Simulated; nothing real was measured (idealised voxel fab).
process module | voxel ribs on slabs
cross-section cut | 250 nm wide | cells 5 nm
A cross-section is a grid of square cells, given in bands from the top down. A band is one or more rows of cells.
Each band's line starts with the height of the band's top and of its bottom, in nm. Then come its materials from left to right, each with its width in nm. One material with "throughout" fills the band from edge to edge. "air" is empty space.
Height 0 is the level under which the wafer as received is all one material. The lowest band goes on downwards, as in "0 down".
A width such as "30 to 40" changes by the same amount from each row of cells to the next, from the band's top row to its bottom row.
"no change" after a step means that no cell of the cross-section changed.
closed voids: empty space of 8 cells or more with no open way to the top, each as width x height at its distance from the left edge, in nm
after a step's settings: what the simulator itself notes on the step
overlay nm, on a step with a mask: how far to the right of its planned place the mask lay; to the left if negative
plan
1 op RECEIVE | material Si
2 op DIRECTIONAL_DEP | material SiO2 | thk nm 30
3 op DIRECTIONAL_DEP | material polySi | thk nm 20
4 op PATTERN | tone cover | mask id RIB | material resist | width nm 30 | thk nm 20 | overlay nm 0
5 op DIRECTIONAL_ETCH | etch materials polySi | depth nm 5
6 op STRIP | etch materials resist
7 op MASKED_ETCH | tone cover | mask id SLAB | width nm 90 | etch materials polySi | depth nm 15 | overlay nm 0
8 op FILL_DEP | material SiO2 | thk nm 15
9 op CMP | height nm 60
10 op DIRECTIONAL_DEP | material TiN | thk nm 5
11 op DIRECTIONAL_DEP | material aC | thk nm 10
12 op PATTERN | tone cover | mask id HEATER | material resist | width nm 40 | thk nm 25 | overlay nm 0
13 op DIRECTIONAL_ETCH | etch materials aC | depth nm 10
14 op STRIP | etch materials resist
15 op DIRECTIONAL_ETCH | etch materials TiN | depth nm 5
16 op STRIP | etch materials aC
17 op CONFORMAL_DEP | material SiO2 | thk nm 10
as received, after step 1
  0 down: Si throughout
  closed voids: none
first wafer at the end, as planned
  75 to 70: air 95 | SiO2 60 | air 95
  70 to 65: SiO2 throughout
  65 to 60: SiO2 105 | TiN 40 | SiO2 105
  60 to 50: SiO2 throughout
  50 to 45: SiO2 110 | polySi 30 | SiO2 110
  45 to 30: SiO2 80 | polySi 90 | SiO2 80
  30 to 0: SiO2 throughout
  0 down: Si throughout
  closed voids: none
second wafer at the end: like start, like plan, one mistake
  85 to 75: SiO2 throughout
  75 to 65: polySi throughout
  65 to 60: TiN throughout
  60 to 50: SiO2 throughout
  50 to 45: SiO2 110 | polySi 30 | SiO2 110
  45 to 30: SiO2 80 | polySi 90 | SiO2 80
  30 to 0: SiO2 throughout
  0 down: Si throughout
  closed voids: none
what went wrong: step 11 ran as: op DIRECTIONAL_DEP | material polySi | thk nm 10
at the end the second wafer has, in cells: 4 fewer of SiO2 | 42 more of TiN | 100 more of polySi
